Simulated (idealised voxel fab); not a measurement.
Process module, titled voxel self aligned vias
The figure presents cross-section cut, which has a width of 235 nm and is divided into square cells with an edge length of 5 nm.
Think of the cross-section as a grid of square cells. We describe it in bands, top to bottom, and each band covers one or more rows of those cells.
Per band: top height and bottom height in nm, followed by the left-to-right materials and their widths in nm; "all across" marks a single material spanning edge to edge, "air" marks empty space.
Counting heights begins at 0, where everything beneath is, in the wafer as received, one material. The lowest band has no bottom; it goes on downwards, as "0 and below" shows.
With a width like "30 to 40", each row of cells in the band differs from the next by the same amount, the top row carrying the first number and the bottom row the second.
The cross-section has no changed cell in any step marked "nothing got changed".
"Voids, sealed" means: voids of 8 cells or more that are shut off from the top with no open way through. Written width x height at distance, distance from the left edge, in nm.
That trailing text on a step's line, after the settings, is the simulator's own remark on the step.
On any step carrying a mask, the "overlay nm" setting, if present on the step's line, tells how far right of its planned place the mask lay; negative values point to the left.
This section lists the process steps that were planned
1) RECEIVE, material Si
2) CONFORMAL_DEP, material SiO2, thk nm 10
3) CONFORMAL_DEP, material SiCN, thk nm 5
4) DIRECTIONAL_DEP, material lowk, thk nm 20
5) MASKED_ETCH, tone open, mask id LINES, width nm 30, pitch nm 70, etch materials lowk, depth nm 20, overlay nm 0
6) CONFORMAL_DEP, material TiN, thk nm 5
7) FILL_DEP, material W, thk nm 10
8) CMP, height nm 35
9) SELECTIVE_ETCH, etch materials W Ru TiN, depth nm 5
10) FILL_DEP, material SiN, thk nm 5
11) CMP, height nm 35
12) DIRECTIONAL_DEP, material lowk, thk nm 15
13) PATTERN, tone open, mask id VIAS, material resist, width nm 50, thk nm 20, overlay nm 0
14) DIRECTIONAL_ETCH, etch materials lowk, depth nm 15
15) DIRECTIONAL_ETCH, etch materials SiN, depth nm 5
16) STRIP, etch materials resist
17) CONFORMAL_DEP, material TiN, thk nm 5
18) FILL_DEP, material Cu, thk nm 5
19) CMP, height nm 50
20) CONFORMAL_DEP, material SiCN, thk nm 5
Cross-section of the wafer at receipt, which is the condition after step 1
* 0 and below  Si all across
* Voids, sealed: none
Cross-section: first of two wafers, module finished, run according to plan
* 55 down to 50  SiCN all across
* 50 down to 40  lowk 55 / TiN 5 / Cu 40 / TiN 5 / lowk 130
* 40 down to 35  lowk 55 / TiN 15 / Cu 20 / TiN 15 / lowk 130
* 35 down to 30  lowk 65 / TiN 30 / lowk 40 / SiN 30 / lowk 70
* 30 down to 20  lowk 65 / TiN 5 / W 20 / TiN 5 / lowk 40 / TiN 5 / W 20 / TiN 5 / lowk 70
* 20 down to 15  lowk 65 / TiN 30 / lowk 40 / TiN 30 / lowk 70
* 15 down to 10  SiCN all across
* 10 down to 0  SiO2 all across
* 0 and below  Si all across
* Voids, sealed: none
Cross-section at end of module for the second wafer of two, which matched the first in starting point and plan and differed by one mistake in its processing
* 55 down to 50  SiCN all across
* 50 down to 35  Cu all across
* 35 down to 30  lowk 65 / SiN 30 / lowk 40 / SiN 30 / lowk 70
* 30 down to 20  lowk 65 / TiN 5 / W 20 / TiN 5 / lowk 40 / TiN 5 / W 20 / TiN 5 / lowk 70
* 20 down to 15  lowk 65 / TiN 30 / lowk 40 / TiN 30 / lowk 70
* 15 down to 10  SiCN all across
* 10 down to 0  SiO2 all across
* 0 and below  Si all across
* Voids, sealed: none
Here's what went sideways: step 12 ran as: DIRECTIONAL_DEP, material Cu, thk nm 15
Materials where the second wafer ends with more or fewer cells than the first: 121 more of Cu | 6 more of SiN | 16 fewer of TiN | 111 fewer of lowk
